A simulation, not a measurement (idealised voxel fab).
Title: Process Module voxel quadruple lines
This is section cut - it's 255 nm across, gridded in 5 nm square cells.
In what follows, cross-sections appear as grids of square cells, described through bands that run from the top down, where every band is one or more rows of cells. Heights first: top, then bottom, in nm. Then materials, left to right, each with a width in nm. "full width" on a single material: fills the band edge to edge. "air": empty space. Heights are expressed relative to 0, this being the level below which the as-received wafer comprises one material exclusively. The lowest band is unbounded in the downward direction and is denoted as in "from 0 down". Read "30->40" as a graded width: first number on top, second number at the bottom, same change between each pair of neighbouring rows. "no change occurred" for a step: no cell of the cross-section changed in that step. "Enclosed voids" specifies each empty space that is not open to the top and that occupies no fewer than 8 cells, using the form width x height at distance, the distance measured from the left edge and all three quantities in nm. The remark found on a step's line after its settings is issued by the simulator itself and pertains to that step. Steps that use a mask can have "overlay nm" on their line. It says how far the mask sat to the right of where it was meant to be. Negative means to the left.

THE STEPS PLANNED FOR THE PROCESS ARE AS FOLLOWS
step 1: op RECEIVE | material Si
step 2: op CONFORMAL_DEP | material Al2O3 | thk nm 5
step 3: op DIRECTIONAL_DEP | material W | thk nm 15
step 4: op DIRECTIONAL_DEP | material polySi | thk nm 20
step 5: op DIRECTIONAL_DEP | material aC | thk nm 20
step 6: op PATTERN | tone cover | mask id MANDREL | material resist | width nm 20 | pitch nm 60 | thk nm 25 | overlay nm -15
step 7: op DIRECTIONAL_ETCH | etch materials aC | depth nm 20
step 8: op STRIP | etch materials resist
step 9: op CONFORMAL_DEP | material SiO2 | thk nm 10
step 10: op DIRECTIONAL_ETCH | etch materials SiO2 | depth nm 10
step 11: op STRIP | etch materials aC
step 12: op DIRECTIONAL_ETCH | etch materials polySi | depth nm 20
step 13: op STRIP | etch materials SiO2
step 14: op CONFORMAL_DEP | material SiN | thk nm 5
step 15: op DIRECTIONAL_ETCH | etch materials SiN | depth nm 5
step 16: op STRIP | etch materials polySi
step 17: op DIRECTIONAL_ETCH | etch materials W | depth nm 15
step 18: op STRIP | etch materials SiN
step 19: op FILL_DEP | material lowk | thk nm 5
step 20: op CMP | height nm 20
Split variable: overlay nm, step 6. Plan value = first wafer. Wafers start alike.

CROSS-SECTION: THE FIRST OF SEVERAL WAFERS IN ITS AS-RECEIVED STATE, I.E. FOLLOWING STEP 1
> from 0 down: Si full width
> Enclosed voids: none

FIRST WAFER AT THE END, AFTER STEP 20
> from 20 to 5: 55 lowk | 5 W | 10 lowk | 5 W | 10 lowk | 5 W | 10 lowk | 5 W | 10 lowk | 5 W | 10 lowk | 5 W | 10 lowk | 5 W | 10 lowk | 5 W | 90 lowk
> from 5 to 0: Al2O3 full width
> from 0 down: Si full width
> Enclosed voids: none

LAST WAFER AT THE END
> from 20 to 5: 85 lowk | 5 W | 10 lowk | 5 W | 10 lowk | 5 W | 10 lowk | 5 W | 10 lowk | 5 W | 10 lowk | 5 W | 10 lowk | 5 W | 10 lowk | 5 W | 60 lowk
> from 5 to 0: Al2O3 full width
> from 0 down: Si full width
> Enclosed voids: none

TABULATED BELOW, WAFER BY WAFER, ARE THE END-OF-MODULE RESULTS: FOR EACH MATERIAL, THE NUMBER OF CELLS GAINED (+) OR LOST (-) RELATIVE TO THE AS-RECEIVED STATE, FOLLOWED BY THE CLOSED VOIDS
overlay nm -15; +51 Al2O3; +24 W; +129 lowk; Enclosed voids: none
overlay nm -10; +51 Al2O3; +24 W; +129 lowk; Enclosed voids: none
overlay nm -5; +51 Al2O3; +24 W; +129 lowk; Enclosed voids: none
overlay nm 0; +51 Al2O3; +24 W; +129 lowk; Enclosed voids: none
overlay nm 5; +51 Al2O3; +24 W; +129 lowk; Enclosed voids: none
overlay nm 10; +51 Al2O3; +24 W; +129 lowk; Enclosed voids: none
overlay nm 15; +51 Al2O3; +24 W; +129 lowk; Enclosed voids: none
